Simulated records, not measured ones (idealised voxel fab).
The process module presented herein is designated voxel released beams.
Section cut is 200 nm wide and gridded with 5 nm square cells.
Heads up, the way a cross-section reads in here is a grid of square cells, handed over as bands from the top down, with every band being one or more rows of cells.
Band: top height; bottom height; in nm. Then, left to right: material with width in nm, for each material. "edge to edge": a single material spanning edge to edge. "air": empty space.
The reference from which all heights are counted is 0, the level beneath which the as-received wafer is entirely one material; the lowest band, having no lower bound, proceeds downward and is written after the example "z 0 and below".
A two-number width, for instance "30->40", indicates that the width is equal to the first number in the top row of the band and to the second number in the bottom row, and that it changes by a constant amount per row of cells.
Basically "nothing changed" means that step didn't change any cell in the cross-section.
If an empty space has no open way to the top and is at least 8 cells in size, "Catalogued sealed voids" lists it, written width x height at distance, where distance is measured from the left edge and every value is in nm.
Whatever follows a step's settings on its line is a remark the simulator itself makes about that step.
overlay nm: right-of-plan distance of the mask on a masked step; negative values mean left-of-plan.
## The process steps that were planned are listed below
| 1 | RECEIVE [material Si] |
| 2 | CONFORMAL_DEP [material SiN] [thk nm 10] |
| 3 | DIRECTIONAL_DEP [material SiO2] [thk nm 20] |
| 4 | MASKED_ETCH [tone open] [mask id ANCHOR] [width nm 30] [etch materials SiO2] [depth nm 20] [overlay nm 0] |
| 5 | CONFORMAL_DEP [material TiN] [thk nm 10] |
| 6 | DIRECTIONAL_DEP [material aC] [thk nm 15] |
| 7 | PATTERN [tone cover] [mask id BEAM] [material resist] [width nm 100] [thk nm 30] [overlay nm 0] |
| 8 | DIRECTIONAL_ETCH [etch materials aC] [depth nm 15] |
| 9 | STRIP [etch materials resist] |
| 10 | DIRECTIONAL_ETCH [etch materials TiN] [depth nm 10] |
| 11 | STRIP [etch materials aC] |
| 12 | STRIP [etch materials SiO2] |
## As-received state of the wafer in cross-section, equivalent to post-step 1
    z 0 and below: Si edge to edge
    Catalogued sealed voids: none
## First of two wafers at the end of the module, shown in cross-section; run carried out as planned
    z 40 to 30: 45 air, 15 TiN, 10 air, 75 TiN, 55 air
    z 30 to 20: 50 air, 10 TiN, 10 air, 10 TiN, 120 air
    z 20 to 10: 50 air, 30 TiN, 120 air
    z 10 to 0: SiN edge to edge
    z 0 and below: Si edge to edge
    Catalogued sealed voids: none
## Cross-sectional image of the second wafer of the two following completion of the module. Starting state and process plan were the same as for the first wafer; one execution error occurred
    z 40 to 30: 45 air, 15 TiN, 10 air, 80 TiN, 50 air
    z 30 to 20: 50 air, 10 TiN, 10 air, 10 TiN, 120 air
    z 20 to 10: 50 air, 30 TiN, 120 air
    z 10 to 0: SiN edge to edge
    z 0 and below: Si edge to edge
    Catalogued sealed voids: none
What was the processing mistake? off-plan run, step 7, actual operation and settings PATTERN [tone cover] [mask id BEAM] [material resist] [width nm 105] [thk nm 30] [overlay nm 0]
Cell-count delta at end, second wafer over first, by material: TiN: 2 more
